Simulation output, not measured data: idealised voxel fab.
Title: Process Module voxel lift off
For reference, the cross-section in this document is cut, with width 165 nm and square cells of 5 nm.
Cross-section layout: square cells on a grid; listed as bands, top to bottom; a band spans one or more cell rows. The entry gives the band's vertical extent as a top height and a bottom height in nm, then its horizontal make-up as materials from left to right, each with a width in nm. "empty" stands for empty space; a single material marked "full width" fills the band edge to edge. We count height from 0. Below that, the starting wafer is all one material. The lowest band never ends at the bottom but goes on down; see "z 0 and below" for how that is written. Quick explanation for "30..40": the width changes in equal steps down the rows of cells, from the first number in the band's top row to the second number in its bottom row. Reading "no modifications" for a step: not a cell of the cross-section changed in it. Any empty space of 8 cells or more lacking an open way to the top shows up in "Sealed void inventory" as width x height at distance, distance from the left edge, in nm. That trailing text on a step's line, after the settings, is the simulator's own remark on the step. What "overlay nm" on a step's line means: if the step has a mask, that mask lay this far to the right of its planned place, or, when the value is negative, to the left.
Process steps - plan
1) RECEIVE: material Si
2) CONFORMAL_DEP: material Al2O3, thk nm 5
3) PATTERN: tone open, mask id LINES, material resist, width nm 20, pitch nm 45, thk nm 15, overlay nm 0
4) DIRECTIONAL_DEP: material Ru, thk nm 5
5) STRIP: etch materials resist
6) CONFORMAL_DEP: material SiN, thk nm 5
For this document, wafers share an identical start and vary in the step 3 width nm; the plan quotes the first wafer's value.
As received, i.e. after step 1: cross-section through the first of several wafers
	z 0 and below  Si full width
	Sealed void inventory: none
Wafer cross-section (first of several) - module end, post step 6 (last step)
	z 15 to 10  empty 20 nm; SiN 30 nm; empty 15 nm; SiN 30 nm; empty 15 nm; SiN 30 nm; empty 25 nm
	z 10 to 5  SiN 25 nm; Ru 20 nm; SiN 25 nm; Ru 20 nm; SiN 25 nm; Ru 20 nm; SiN 30 nm
	z 5 to 0  Al2O3 full width
	z 0 and below  Si full width
	Sealed void inventory: none
So this is the cross-section on the last wafer at the end of the module
	z 15 to 10  empty 15 nm; SiN 40 nm; empty 5 nm; SiN 40 nm; empty 5 nm; SiN 40 nm; empty 20 nm
	z 10 to 5  SiN 20 nm; Ru 30 nm; SiN 15 nm; Ru 30 nm; SiN 15 nm; Ru 30 nm; SiN 25 nm
	z 5 to 0  Al2O3 full width
	z 0 and below  Si full width
	Sealed void inventory: none
Below: a row per wafer. Contents at end of module: for every material, cells gained since receipt (+) or lost since receipt (-); then closed voids
width nm 20 | +33 Al2O3 | +12 Ru | +39 SiN | Sealed void inventory: none
width nm 25 | +33 Al2O3 | +15 Ru | +39 SiN | Sealed void inventory: none
width nm 30 | +33 Al2O3 | +18 Ru | +39 SiN | Sealed void inventory: none
